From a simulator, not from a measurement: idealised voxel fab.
process module | voxel ribs on slabs
cross-section cut | 290 nm wide | cells 5 nm
A cross-section is a grid of square cells, given in bands from the top down. A band is one or more rows of cells.
Each band's line starts with the height of the band's top and of its bottom, in nm. Then come its materials from left to right, each with its width in nm. One material with "throughout" fills the band from edge to edge. "air" is empty space.
Height 0 is the level under which the wafer as received is all one material. The lowest band goes on downwards, as in "0 down".
A width such as "30 to 40" changes by the same amount from each row of cells to the next, from the band's top row to its bottom row.
"no change" after a step means that no cell of the cross-section changed.
closed voids: empty space of 8 cells or more with no open way to the top, each as width x height at its distance from the left edge, in nm
after a step's settings: what the simulator itself notes on the step
overlay nm, on a step with a mask: how far to the right of its planned place the mask lay; to the left if negative
plan
1 op RECEIVE | material Si
2 op DIRECTIONAL_DEP | material SiO2 | thk nm 30
3 op DIRECTIONAL_DEP | material SiN | thk nm 25
4 op MASKED_ETCH | tone cover | mask id RIB | width nm 20 | etch materials SiN | depth nm 10 | overlay nm 0
5 op MASKED_ETCH | tone cover | mask id SLAB | width nm 80 | etch materials SiN | depth nm 15 | overlay nm 0
6 op FILL_DEP | material SiO2 | thk nm 20
7 op CMP | height nm 70
8 op DIRECTIONAL_DEP | material W | thk nm 5
9 op MASKED_ETCH | tone cover | mask id HEATER | width nm 30 | etch materials W | depth nm 5 | overlay nm 0
10 op CONFORMAL_DEP | material SiO2 | thk nm 5
as received, after step 1
  0 down: Si throughout
  closed voids: none
first wafer at the end, as planned
  80 to 75: air 125 | SiO2 40 | air 125
  75 to 70: SiO2 130 | W 30 | SiO2 130
  70 to 55: SiO2 throughout
  55 to 45: SiO2 135 | SiN 20 | SiO2 135
  45 to 30: SiO2 105 | SiN 80 | SiO2 105
  30 to 0: SiO2 throughout
  0 down: Si throughout
  closed voids: none
second wafer at the end: like start, like plan, one mistake
  80 to 75: air 125 | SiO2 40 | air 125
  75 to 70: SiO2 130 | W 30 | SiO2 130
  70 to 25: SiO2 throughout
  25 to 0: SiN throughout
  0 down: Si throughout
  closed voids: none
what went wrong: steps 2 and 3 were swapped
at the end the second wafer has, in cells: 234 more of SiN | 234 fewer of SiO2
